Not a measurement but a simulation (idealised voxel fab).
Name of the process module below: voxel transistor to metal
Square cells of 5 nm make up the cross-section cut, whose width is 285 nm.
A cross-section in this document is a grid of square cells, and it is written down as bands, the top band listed before the ones below it; a band is made up of one or more rows of cells.
This entry defines a band. It first specifies the height of the band's top and the height of its bottom in nm, and then specifies the band's materials from left to right, stating each material with its width in nm. The word "throughout" identifies a single material that fills the band from edge to edge, while the word "empty" identifies empty space.
Zero point of the height axis is 0; under it, received wafer = one material. Lowest band: continues down indefinitely, "0 -> down".
Width spec "30..40" -> top row of cells at first value, bottom row at second value, equal per-row change in between.
"remains unaltered" -> step changed no cross-section cell.
Closed empty spaces (no open way to the top) of 8 cells or more are what "Closed void register" lists, each as width x height at distance from the left edge, nm for all three.
after a step's settings: what the simulator itself notes on the step
Regarding "overlay nm": on a step with a mask, it is the distance the mask lay to the right of its planned place; a negative value places it to the left.

# The following list gives the planned process steps
1. RECEIVE (material Si)
2. OXIDIZE (depth nm 5)
3. CONFORMAL_DEP (material SiN; thk nm 10)
4. DIRECTIONAL_DEP (material aC; thk nm 10)
5. PATTERN (tone cover; mask id ACTIVE; material resist; width nm 95; pitch nm 115; thk nm 30; overlay nm 0)
6. DIRECTIONAL_ETCH (etch materials aC; depth nm 10)
7. STRIP (etch materials resist)
8. DIRECTIONAL_ETCH (etch materials SiN; depth nm 10)
9. DIRECTIONAL_ETCH (etch materials SiO2; depth nm 5)
10. DIRECTIONAL_ETCH (etch materials Si; depth nm 30)
11. STRIP (etch materials aC)
12. FILL_DEP (material SiO2; thk nm 10)
13. CMP (height nm 10)
14. SELECTIVE_ETCH (etch materials SiO2; depth nm 10)
15. STRIP (etch materials SiN)
16. SELECTIVE_ETCH (etch materials SiO2; depth nm 5)
17. OXIDIZE (depth nm 5)
18. DIRECTIONAL_DEP (material polySi; thk nm 25)
19. DIRECTIONAL_DEP (material SiCN; thk nm 10)
20. DIRECTIONAL_DEP (material aC; thk nm 15)
21. PATTERN (tone cover; mask id GATE; material resist; width nm 15; pitch nm 115; thk nm 30; overlay nm 0)
22. DIRECTIONAL_ETCH (etch materials aC; depth nm 15)
23. STRIP (etch materials resist)
24. DIRECTIONAL_ETCH (etch materials SiCN; depth nm 20)
25. DIRECTIONAL_ETCH (etch materials polySi; depth nm 35)
26. STRIP (etch materials aC)
27. CONFORMAL_DEP (material SiO2; thk nm 5)
28. DIRECTIONAL_ETCH (etch materials SiO2; depth nm 5)
29. CONFORMAL_DEP (material SiN; thk nm 10)
30. DIRECTIONAL_ETCH (etch materials SiN; depth nm 10)
31. DIRECTIONAL_ETCH (etch materials SiO2; depth nm 5)
32. EPI (material nSi; thk nm 5)
33. FILL_DEP (material SiO2; thk nm 10)
34. CMP (height nm 30)
35. DIRECTIONAL_DEP (material SiO2; thk nm 10)
36. DIRECTIONAL_DEP (material aC; thk nm 10)
37. PATTERN (tone open; mask id CONTACT; material resist; width nm 25; thk nm 25; overlay nm 0)
38. DIRECTIONAL_ETCH (etch materials aC; depth nm 10)
39. STRIP (etch materials resist)
40. DIRECTIONAL_ETCH (etch materials SiO2; depth nm 45)
41. STRIP (etch materials aC)
42. CONFORMAL_DEP (material TiN; thk nm 5)
43. FILL_DEP (material W; thk nm 10)
44. CMP (height nm 40)
45. CONFORMAL_DEP (material SiN; thk nm 5)
46. DIRECTIONAL_DEP (material lowk; thk nm 25)
47. PATTERN (tone open; mask id METAL_1; material resist; width nm 15; thk nm 20; overlay nm 0)
48. DIRECTIONAL_ETCH (etch materials lowk; depth nm 25)
49. DIRECTIONAL_ETCH (etch materials SiN; depth nm 5)
50. STRIP (etch materials resist)
51. CONFORMAL_DEP (material TiN; thk nm 5)
52. FILL_DEP (material Cu; thk nm 10)
53. CMP (height nm 70)
54. CONFORMAL_DEP (material SiN; thk nm 5)

# First of two wafers - as planned

# Cross-section of the wafer upon arrival, representing the state reached after step 1
0 -> down | Si throughout
Closed void register: none

# The wafer, seen in cross-section, after step 2
0 -> -5 | SiO2 throughout
Under -5: no change, same as before.

# The wafer, seen in cross-section, after step 3
10 -> 0 | SiN throughout
Under 0: no change, same as before.

# The wafer, seen in cross-section, after step 4
20 -> 10 | aC throughout
Under 10: no change, same as before.

# The wafer, seen in cross-section, after step 5
50 -> 20 | empty=35; resist=95; empty=20; resist=95; empty=40
Under 20: no change, same as before.

# The wafer, seen in cross-section, after step 6
40 -> 20 | empty=35; resist=95; empty=20; resist=95; empty=40
20 -> 10 | empty=35; aC=95; empty=20; aC=95; empty=40
Under 10: no change, same as before.

# The wafer, seen in cross-section, after step 7
20 -> 10 | empty=35; aC=95; empty=20; aC=95; empty=40
Under 10: no change, same as before.

# The wafer, seen in cross-section, after step 8
20 -> 10 | empty=35; aC=95; empty=20; aC=95; empty=40
10 -> 0 | empty=35; SiN=95; empty=20; SiN=95; empty=40
Under 0: no change, same as before.

# The wafer, seen in cross-section, after step 9
20 -> 10 | empty=35; aC=95; empty=20; aC=95; empty=40
10 -> 0 | empty=35; SiN=95; empty=20; SiN=95; empty=40
0 -> -5 | empty=35; SiO2=95; empty=20; SiO2=95; empty=40
Under -5: no change, same as before.

# The wafer, seen in cross-section, after step 10
20 -> 10 | empty=35; aC=95; empty=20; aC=95; empty=40
10 -> 0 | empty=35; SiN=95; empty=20; SiN=95; empty=40
0 -> -5 | empty=35; SiO2=95; empty=20; SiO2=95; empty=40
-5 -> -35 | empty=35; Si=95; empty=20; Si=95; empty=40
Under -35: no change, same as before.

# The wafer, seen in cross-section, after step 11
10 -> 0 | empty=35; SiN=95; empty=20; SiN=95; empty=40
Under 0: no change, same as before.

# The wafer, seen in cross-section, after step 12
20 -> 10 | SiO2 throughout
10 -> 0 | SiO2=35; SiN=95; SiO2=20; SiN=95; SiO2=40
0 -> -5 | SiO2 throughout
-5 -> -35 | SiO2=35; Si=95; SiO2=20; Si=95; SiO2=40
Under -35: no change, same as before.

# The wafer, seen in cross-section, after step 13
10 -> 0 | SiO2=35; SiN=95; SiO2=20; SiN=95; SiO2=40
Under 0: no change, same as before.

# The wafer, seen in cross-section, after step 14
10 -> 0 | empty=35; SiN=95; empty=20; SiN=95; empty=40
Under 0: no change, same as before.

# The wafer, seen in cross-section, after step 15
0 -> -5 | SiO2 throughout
Under -5: no change, same as before.

# The wafer, seen in cross-section, after step 16
-5 -> -35 | SiO2=35; Si=95; SiO2=20; Si=95; SiO2=40
Under -35: no change, same as before.

# The wafer, seen in cross-section, after step 17
-5 -> -10 | SiO2 throughout
Under -10: no change, same as before.

# The wafer, seen in cross-section, after step 18
20 -> -5 | polySi throughout
Under -5: no change, same as before.

# The wafer, seen in cross-section, after step 19
30 -> 20 | SiCN throughout
Under 20: no change, same as before.

# The wafer, seen in cross-section, after step 20
45 -> 30 | aC throughout
Under 30: no change, same as before.

# The wafer, seen in cross-section, after step 21
75 -> 45 | empty=75; resist=15; empty=100; resist=15; empty=80
Under 45: no change, same as before.

# The wafer, seen in cross-section, after step 22
60 -> 45 | empty=75; resist=15; empty=100; resist=15; empty=80
45 -> 30 | empty=75; aC=15; empty=100; aC=15; empty=80
Under 30: no change, same as before.

# The wafer, seen in cross-section, after step 23
45 -> 30 | empty=75; aC=15; empty=100; aC=15; empty=80
Under 30: no change, same as before.

# The wafer, seen in cross-section, after step 24
45 -> 30 | empty=75; aC=15; empty=100; aC=15; empty=80
30 -> 20 | empty=75; SiCN=15; empty=100; SiCN=15; empty=80
Under 20: no change, same as before.

# The wafer, seen in cross-section, after step 25
45 -> 30 | empty=75; aC=15; empty=100; aC=15; empty=80
30 -> 20 | empty=75; SiCN=15; empty=100; SiCN=15; empty=80
20 -> -5 | empty=75; polySi=15; empty=100; polySi=15; empty=80
Under -5: no change, same as before.

# The wafer, seen in cross-section, after step 26
30 -> 20 | empty=75; SiCN=15; empty=100; SiCN=15; empty=80
Under 20: no change, same as before.

# The wafer, seen in cross-section, after step 27
35 -> 30 | empty=70; SiO2=25; empty=90; SiO2=25; empty=75
30 -> 20 | empty=70; SiO2=5; SiCN=15; SiO2=5; empty=90; SiO2=5; SiCN=15; SiO2=5; empty=75
20 -> 0 | empty=70; SiO2=5; polySi=15; SiO2=5; empty=90; SiO2=5; polySi=15; SiO2=5; empty=75
0 -> -5 | SiO2=75; polySi=15; SiO2=100; polySi=15; SiO2=80
Under -5: no change, same as before.

# The wafer, seen in cross-section, after step 28
30 -> 20 | empty=70; SiO2=5; SiCN=15; SiO2=5; empty=90; SiO2=5; SiCN=15; SiO2=5; empty=75
20 -> -5 | empty=70; SiO2=5; polySi=15; SiO2=5; empty=90; SiO2=5; polySi=15; SiO2=5; empty=75
Under -5: no change, same as before.

# The wafer, seen in cross-section, after step 29
40 -> 30 | empty=60; SiN=45; empty=70; SiN=45; empty=65
30 -> 20 | empty=60; SiN=10; SiO2=5; SiCN=15; SiO2=5; SiN=10; empty=70; SiN=10; SiO2=5; SiCN=15; SiO2=5; SiN=10; empty=65
20 -> 5 | empty=60; SiN=10; SiO2=5; polySi=15; SiO2=5; SiN=10; empty=70; SiN=10; SiO2=5; polySi=15; SiO2=5; SiN=10; empty=65
5 -> -5 | SiN=70; SiO2=5; polySi=15; SiO2=5; SiN=90; SiO2=5; polySi=15; SiO2=5; SiN=75
Under -5: no change, same as before.

# The wafer, seen in cross-section, after step 30
30 -> 20 | empty=60; SiN=10; SiO2=5; SiCN=15; SiO2=5; SiN=10; empty=70; SiN=10; SiO2=5; SiCN=15; SiO2=5; SiN=10; empty=65
20 -> -5 | empty=60; SiN=10; SiO2=5; polySi=15; SiO2=5; SiN=10; empty=70; SiN=10; SiO2=5; polySi=15; SiO2=5; SiN=10; empty=65
Under -5: no change, same as before.

# The wafer, seen in cross-section, after step 31
30 -> 25 | empty=60; SiN=10; empty=5; SiCN=15; empty=5; SiN=10; empty=70; SiN=10; empty=5; SiCN=15; empty=5; SiN=10; empty=65
25 -> 20 | empty=60; SiN=10; SiO2=5; SiCN=15; SiO2=5; SiN=10; empty=70; SiN=10; SiO2=5; SiCN=15; SiO2=5; SiN=10; empty=65
20 -> -5 | empty=60; SiN=10; SiO2=5; polySi=15; SiO2=5; SiN=10; empty=70; SiN=10; SiO2=5; polySi=15; SiO2=5; SiN=10; empty=65
-5 -> -10 | empty=60; SiO2=45; empty=70; SiO2=45; empty=65
Under -10: no change, same as before.

# The wafer, seen in cross-section, after step 32
30 -> 25 | empty=60; SiN=10; empty=5; SiCN=15; empty=5; SiN=10; empty=70; SiN=10; empty=5; SiCN=15; empty=5; SiN=10; empty=65
25 -> 20 | empty=60; SiN=10; SiO2=5; SiCN=15; SiO2=5; SiN=10; empty=70; SiN=10; SiO2=5; SiCN=15; SiO2=5; SiN=10; empty=65
20 -> -5 | empty=60; SiN=10; SiO2=5; polySi=15; SiO2=5; SiN=10; empty=70; SiN=10; SiO2=5; polySi=15; SiO2=5; SiN=10; empty=65
-5 -> -10 | empty=30; nSi=30; SiO2=45; nSi=30; empty=10; nSi=30; SiO2=45; nSi=30; empty=35
Under -10: no change, same as before.

# The wafer, seen in cross-section, after step 33
40 -> 30 | SiO2 throughout
30 -> 20 | SiO2=60; SiN=10; SiO2=5; SiCN=15; SiO2=5; SiN=10; SiO2=70; SiN=10; SiO2=5; SiCN=15; SiO2=5; SiN=10; SiO2=65
20 -> -5 | SiO2=60; SiN=10; SiO2=5; polySi=15; SiO2=5; SiN=10; SiO2=70; SiN=10; SiO2=5; polySi=15; SiO2=5; SiN=10; SiO2=65
-5 -> -10 | SiO2=30; nSi=30; SiO2=45; nSi=30; SiO2=10; nSi=30; SiO2=45; nSi=30; SiO2=35
Under -10: no change, same as before.

# The wafer, seen in cross-section, after step 34
30 -> 20 | SiO2=60; SiN=10; SiO2=5; SiCN=15; SiO2=5; SiN=10; SiO2=70; SiN=10; SiO2=5; SiCN=15; SiO2=5; SiN=10; SiO2=65
Under 20: no change, same as before.

# The wafer, seen in cross-section, after step 35
40 -> 30 | SiO2 throughout
Under 30: no change, same as before.

# The wafer, seen in cross-section, after step 36
50 -> 40 | aC throughout
Under 40: no change, same as before.

# The wafer, seen in cross-section, after step 37
75 -> 50 | resist=45; empty=25; resist=25; empty=25; resist=40; empty=25; resist=25; empty=25; resist=50
Under 50: no change, same as before.

# The wafer, seen in cross-section, after step 38
65 -> 50 | resist=45; empty=25; resist=25; empty=25; resist=40; empty=25; resist=25; empty=25; resist=50
50 -> 40 | aC=45; empty=25; aC=25; empty=25; aC=40; empty=25; aC=25; empty=25; aC=50
Under 40: no change, same as before.

# The wafer, seen in cross-section, after step 39
50 -> 40 | aC=45; empty=25; aC=25; empty=25; aC=40; empty=25; aC=25; empty=25; aC=50
Under 40: no change, same as before.

# The wafer, seen in cross-section, after step 40
50 -> 40 | aC=45; empty=25; aC=25; empty=25; aC=40; empty=25; aC=25; empty=25; aC=50
40 -> 30 | SiO2=45; empty=25; SiO2=25; empty=25; SiO2=40; empty=25; SiO2=25; empty=25; SiO2=50
30 -> 20 | SiO2=45; empty=15; SiN=10; SiO2=5; SiCN=15; SiO2=5; SiN=10; empty=15; SiO2=40; empty=15; SiN=10; SiO2=5; SiCN=15; SiO2=5; SiN=10; empty=15; SiO2=50
20 -> -5 | SiO2=45; empty=15; SiN=10; SiO2=5; polySi=15; SiO2=5; SiN=10; empty=15; SiO2=40; empty=15; SiN=10; SiO2=5; polySi=15; SiO2=5; SiN=10; empty=15; SiO2=50
Under -5: no change, same as before.

# The wafer, seen in cross-section, after step 41
40 -> 30 | SiO2=45; empty=25; SiO2=25; empty=25; SiO2=40; empty=25; SiO2=25; empty=25; SiO2=50
Under 30: no change, same as before.

# The wafer, seen in cross-section, after step 42
45 -> 40 | TiN=50; empty=15; TiN=35; empty=15; TiN=50; empty=15; TiN=35; empty=15; TiN=55
40 -> 30 | SiO2=45; TiN=5; empty=15..5; TiN=5..15; SiO2=25; TiN=5..15; empty=15..5; TiN=5; SiO2=40; TiN=5; empty=15..5; TiN=5..15; SiO2=25; TiN=5..15; empty=15..5; TiN=5; SiO2=50
30 -> 20 | SiO2=45; TiN=5; empty=5; TiN=5; SiN=10; SiO2=5; SiCN=15; SiO2=5; SiN=10; TiN=5; empty=5; TiN=5; SiO2=40; TiN=5; empty=5; TiN=5; SiN=10; SiO2=5; SiCN=15; SiO2=5; SiN=10; TiN=5; empty=5; TiN=5; SiO2=50
20 -> 0 | SiO2=45; TiN=5; empty=5; TiN=5; SiN=10; SiO2=5; polySi=15; SiO2=5; SiN=10; TiN=5; empty=5; TiN=5; SiO2=40; TiN=5; empty=5; TiN=5; SiN=10; SiO2=5; polySi=15; SiO2=5; SiN=10; TiN=5; empty=5; TiN=5; SiO2=50
0 -> -5 | SiO2=45; TiN=15; SiN=10; SiO2=5; polySi=15; SiO2=5; SiN=10; TiN=15; SiO2=40; TiN=15; SiN=10; SiO2=5; polySi=15; SiO2=5; SiN=10; TiN=15; SiO2=50
Under -5: no change, same as before.

# The wafer, seen in cross-section, after step 43
55 -> 45 | W throughout
45 -> 40 | TiN=50; W=15; TiN=35; W=15; TiN=50; W=15; TiN=35; W=15; TiN=55
40 -> 30 | SiO2=45; TiN=5; W=15..5; TiN=5..15; SiO2=25; TiN=5..15; W=15..5; TiN=5; SiO2=40; TiN=5; W=15..5; TiN=5..15; SiO2=25; TiN=5..15; W=15..5; TiN=5; SiO2=50
30 -> 20 | SiO2=45; TiN=5; W=5; TiN=5; SiN=10; SiO2=5; SiCN=15; SiO2=5; SiN=10; TiN=5; W=5; TiN=5; SiO2=40; TiN=5; W=5; TiN=5; SiN=10; SiO2=5; SiCN=15; SiO2=5; SiN=10; TiN=5; W=5; TiN=5; SiO2=50
20 -> 0 | SiO2=45; TiN=5; W=5; TiN=5; SiN=10; SiO2=5; polySi=15; SiO2=5; SiN=10; TiN=5; W=5; TiN=5; SiO2=40; TiN=5; W=5; TiN=5; SiN=10; SiO2=5; polySi=15; SiO2=5; SiN=10; TiN=5; W=5; TiN=5; SiO2=50
Under 0: no change, same as before.

# The wafer, seen in cross-section, after step 44
40 -> 30 | SiO2=45; TiN=5; W=15..5; TiN=5..15; SiO2=25; TiN=5..15; W=15..5; TiN=5; SiO2=40; TiN=5; W=15..5; TiN=5..15; SiO2=25; TiN=5..15; W=15..5; TiN=5; SiO2=50
Under 30: no change, same as before.

# The wafer, seen in cross-section, after step 45
45 -> 40 | SiN throughout
Under 40: no change, same as before.

# The wafer, seen in cross-section, after step 46
70 -> 45 | lowk throughout
Under 45: no change, same as before.

# The wafer, seen in cross-section, after step 47
90 -> 70 | resist=45; empty=15; resist=45; empty=15; resist=40; empty=15; resist=45; empty=15; resist=50
Under 70: no change, same as before.

# The wafer, seen in cross-section, after step 48
90 -> 70 | resist=45; empty=15; resist=45; empty=15; resist=40; empty=15; resist=45; empty=15; resist=50
70 -> 45 | lowk=45; empty=15; lowk=45; empty=15; lowk=40; empty=15; lowk=45; empty=15; lowk=50
Under 45: no change, same as before.

# The wafer, seen in cross-section, after step 49
90 -> 70 | resist=45; empty=15; resist=45; empty=15; resist=40; empty=15; resist=45; empty=15; resist=50
70 -> 45 | lowk=45; empty=15; lowk=45; empty=15; lowk=40; empty=15; lowk=45; empty=15; lowk=50
45 -> 40 | SiN=45; empty=15; SiN=45; empty=15; SiN=40; empty=15; SiN=45; empty=15; SiN=50
Under 40: no change, same as before.

# The wafer, seen in cross-section, after step 50
70 -> 45 | lowk=45; empty=15; lowk=45; empty=15; lowk=40; empty=15; lowk=45; empty=15; lowk=50
Under 45: no change, same as before.

# The wafer, seen in cross-section, after step 51
75 -> 70 | TiN=50; empty=5; TiN=55; empty=5; TiN=50; empty=5; TiN=55; empty=5; TiN=55
70 -> 45 | lowk=45; TiN=5; empty=5; TiN=5; lowk=45; TiN=5; empty=5; TiN=5; lowk=40; TiN=5; empty=5; TiN=5; lowk=45; TiN=5; empty=5; TiN=5; lowk=50
45 -> 40 | SiN=45; TiN=15; SiN=45; TiN=15; SiN=40; TiN=15; SiN=45; TiN=15; SiN=50
Under 40: no change, same as before.

# The wafer, seen in cross-section, after step 52
85 -> 75 | Cu throughout
75 -> 70 | TiN=50; Cu=5; TiN=55; Cu=5; TiN=50; Cu=5; TiN=55; Cu=5; TiN=55
70 -> 45 | lowk=45; TiN=5; Cu=5; TiN=5; lowk=45; TiN=5; Cu=5; TiN=5; lowk=40; TiN=5; Cu=5; TiN=5; lowk=45; TiN=5; Cu=5; TiN=5; lowk=50
Under 45: no change, same as before.

# The wafer, seen in cross-section, after step 53
70 -> 45 | lowk=45; TiN=5; Cu=5; TiN=5; lowk=45; TiN=5; Cu=5; TiN=5; lowk=40; TiN=5; Cu=5; TiN=5; lowk=45; TiN=5; Cu=5; TiN=5; lowk=50
Under 45: no change, same as before.

# The wafer, seen in cross-section, after step 54
75 -> 70 | SiN throughout
Under 70: no change, same as before.

# The second wafer began exactly as the first did and followed the same plan, but one mistake was made while running it; through step 36 inclusive, the two wafers are identical

# Second wafer, cross-section, planned end of step 37
75 -> 50 | resist=50; empty=25; resist=25; empty=25; resist=40; empty=25; resist=25; empty=25; resist=45
Under 50: no change, same as before.

# Second wafer, cross-section, planned end of step 38
65 -> 50 | resist=50; empty=25; resist=25; empty=25; resist=40; empty=25; resist=25; empty=25; resist=45
50 -> 40 | aC=50; empty=25; aC=25; empty=25; aC=40; empty=25; aC=25; empty=25; aC=45
Under 40: no change, same as before.

# Second wafer, cross-section, planned end of step 39
50 -> 40 | aC=50; empty=25; aC=25; empty=25; aC=40; empty=25; aC=25; empty=25; aC=45
Under 40: no change, same as before.

# Second wafer, cross-section, planned end of step 40
50 -> 40 | aC=50; empty=25; aC=25; empty=25; aC=40; empty=25; aC=25; empty=25; aC=45
40 -> 30 | SiO2=50; empty=25; SiO2=25; empty=25; SiO2=40; empty=25; SiO2=25; empty=25; SiO2=45
30 -> 20 | SiO2=50; empty=10; SiN=10; empty=5; SiCN=15; SiO2=5; SiN=10; empty=20; SiO2=40; empty=10; SiN=10; empty=5; SiCN=15; SiO2=5; SiN=10; empty=20; SiO2=45
20 -> -5 | SiO2=50; empty=10; SiN=10; empty=5; polySi=15; SiO2=5; SiN=10; empty=20; SiO2=40; empty=10; SiN=10; empty=5; polySi=15; SiO2=5; SiN=10; empty=20; SiO2=45
Under -5: no change, same as before.

# Second wafer, cross-section, planned end of step 41
40 -> 30 | SiO2=50; empty=25; SiO2=25; empty=25; SiO2=40; empty=25; SiO2=25; empty=25; SiO2=45
Under 30: no change, same as before.

# Second wafer, cross-section, planned end of step 42
45 -> 40 | TiN=55; empty=15; TiN=35; empty=15; TiN=50; empty=15; TiN=35; empty=15; TiN=50
40 -> 35 | SiO2=50; TiN=5; empty=15; TiN=5; SiO2=25; TiN=5; empty=15; TiN=5; SiO2=40; TiN=5; empty=15; TiN=5; SiO2=25; TiN=5; empty=15; TiN=5; SiO2=45
35 -> 30 | SiO2=50; TiN=25; SiO2=25; TiN=10; empty=10; TiN=5; SiO2=40; TiN=25; SiO2=25; TiN=10; empty=10; TiN=5; SiO2=45
30 -> 20 | SiO2=50; TiN=10; SiN=10; TiN=5; SiCN=15; SiO2=5; SiN=10; TiN=5; empty=10; TiN=5; SiO2=40; TiN=10; SiN=10; TiN=5; SiCN=15; SiO2=5; SiN=10; TiN=5; empty=10; TiN=5; SiO2=45
20 -> 0 | SiO2=50; TiN=10; SiN=10; TiN=5; polySi=15; SiO2=5; SiN=10; TiN=5; empty=10; TiN=5; SiO2=40; TiN=10; SiN=10; TiN=5; polySi=15; SiO2=5; SiN=10; TiN=5; empty=10; TiN=5; SiO2=45
0 -> -5 | SiO2=50; TiN=10; SiN=10; TiN=5; polySi=15; SiO2=5; SiN=10; TiN=20; SiO2=40; TiN=10; SiN=10; TiN=5; polySi=15; SiO2=5; SiN=10; TiN=20; SiO2=45
Under -5: no change, same as before.

# Second wafer, cross-section, planned end of step 43
55 -> 45 | W throughout
45 -> 40 | TiN=55; W=15; TiN=35; W=15; TiN=50; W=15; TiN=35; W=15; TiN=50
40 -> 35 | SiO2=50; TiN=5; W=15; TiN=5; SiO2=25; TiN=5; W=15; TiN=5; SiO2=40; TiN=5; W=15; TiN=5; SiO2=25; TiN=5; W=15; TiN=5; SiO2=45
35 -> 30 | SiO2=50; TiN=25; SiO2=25; TiN=10; W=10; TiN=5; SiO2=40; TiN=25; SiO2=25; TiN=10; W=10; TiN=5; SiO2=45
30 -> 20 | SiO2=50; TiN=10; SiN=10; TiN=5; SiCN=15; SiO2=5; SiN=10; TiN=5; W=10; TiN=5; SiO2=40; TiN=10; SiN=10; TiN=5; SiCN=15; SiO2=5; SiN=10; TiN=5; W=10; TiN=5; SiO2=45
20 -> 0 | SiO2=50; TiN=10; SiN=10; TiN=5; polySi=15; SiO2=5; SiN=10; TiN=5; W=10; TiN=5; SiO2=40; TiN=10; SiN=10; TiN=5; polySi=15; SiO2=5; SiN=10; TiN=5; W=10; TiN=5; SiO2=45
Under 0: no change, same as before.

# Second wafer, cross-section, planned end of step 44
40 -> 35 | SiO2=50; TiN=5; W=15; TiN=5; SiO2=25; TiN=5; W=15; TiN=5; SiO2=40; TiN=5; W=15; TiN=5; SiO2=25; TiN=5; W=15; TiN=5; SiO2=45
Under 35: no change, same as before.

# Second wafer, cross-section, planned end of step 45
45 -> 40 | SiN throughout
Under 40: no change, same as before.

# Second wafer, cross-section, planned end of step 46
70 -> 45 | lowk throughout
Under 45: no change, same as before.

# Second wafer, cross-section, planned end of step 47
90 -> 70 | resist=45; empty=15; resist=45; empty=15; resist=40; empty=15; resist=45; empty=15; resist=50
Under 70: no change, same as before.

# Second wafer, cross-section, planned end of step 48
90 -> 70 | resist=45; empty=15; resist=45; empty=15; resist=40; empty=15; resist=45; empty=15; resist=50
70 -> 45 | lowk=45; empty=15; lowk=45; empty=15; lowk=40; empty=15; lowk=45; empty=15; lowk=50
Under 45: no change, same as before.

# Second wafer, cross-section, planned end of step 49
90 -> 70 | resist=45; empty=15; resist=45; empty=15; resist=40; empty=15; resist=45; empty=15; resist=50
70 -> 45 | lowk=45; empty=15; lowk=45; empty=15; lowk=40; empty=15; lowk=45; empty=15; lowk=50
45 -> 40 | SiN=45; empty=15; SiN=45; empty=15; SiN=40; empty=15; SiN=45; empty=15; SiN=50
Under 40: no change, same as before.

# Second wafer, cross-section, planned end of step 50
70 -> 45 | lowk=45; empty=15; lowk=45; empty=15; lowk=40; empty=15; lowk=45; empty=15; lowk=50
Under 45: no change, same as before.

# Second wafer, cross-section, planned end of step 51
75 -> 70 | TiN=50; empty=5; TiN=55; empty=5; TiN=50; empty=5; TiN=55; empty=5; TiN=55
70 -> 45 | lowk=45; TiN=5; empty=5; TiN=5; lowk=45; TiN=5; empty=5; TiN=5; lowk=40; TiN=5; empty=5; TiN=5; lowk=45; TiN=5; empty=5; TiN=5; lowk=50
45 -> 40 | SiN=45; TiN=15; SiN=45; TiN=15; SiN=40; TiN=15; SiN=45; TiN=15; SiN=50
Under 40: no change, same as before.

# Second wafer, cross-section, planned end of step 52
85 -> 75 | Cu throughout
75 -> 70 | TiN=50; Cu=5; TiN=55; Cu=5; TiN=50; Cu=5; TiN=55; Cu=5; TiN=55
70 -> 45 | lowk=45; TiN=5; Cu=5; TiN=5; lowk=45; TiN=5; Cu=5; TiN=5; lowk=40; TiN=5; Cu=5; TiN=5; lowk=45; TiN=5; Cu=5; TiN=5; lowk=50
Under 45: no change, same as before.

# Second wafer, cross-section, planned end of step 53
70 -> 45 | lowk=45; TiN=5; Cu=5; TiN=5; lowk=45; TiN=5; Cu=5; TiN=5; lowk=40; TiN=5; Cu=5; TiN=5; lowk=45; TiN=5; Cu=5; TiN=5; lowk=50
Under 45: no change, same as before.

# Second wafer, cross-section, planned end of step 54
75 -> 70 | SiN throughout
Under 70: no change, same as before.
Which mistake was made when the wafer was run? step 37 ran as: PATTERN (tone open; mask id CONTACT; material resist; width nm 25; thk nm 25; overlay nm 5)
Wafer comparison, final, in cells, second relative to first, materials more or fewer: SiO2 -14; TiN +14
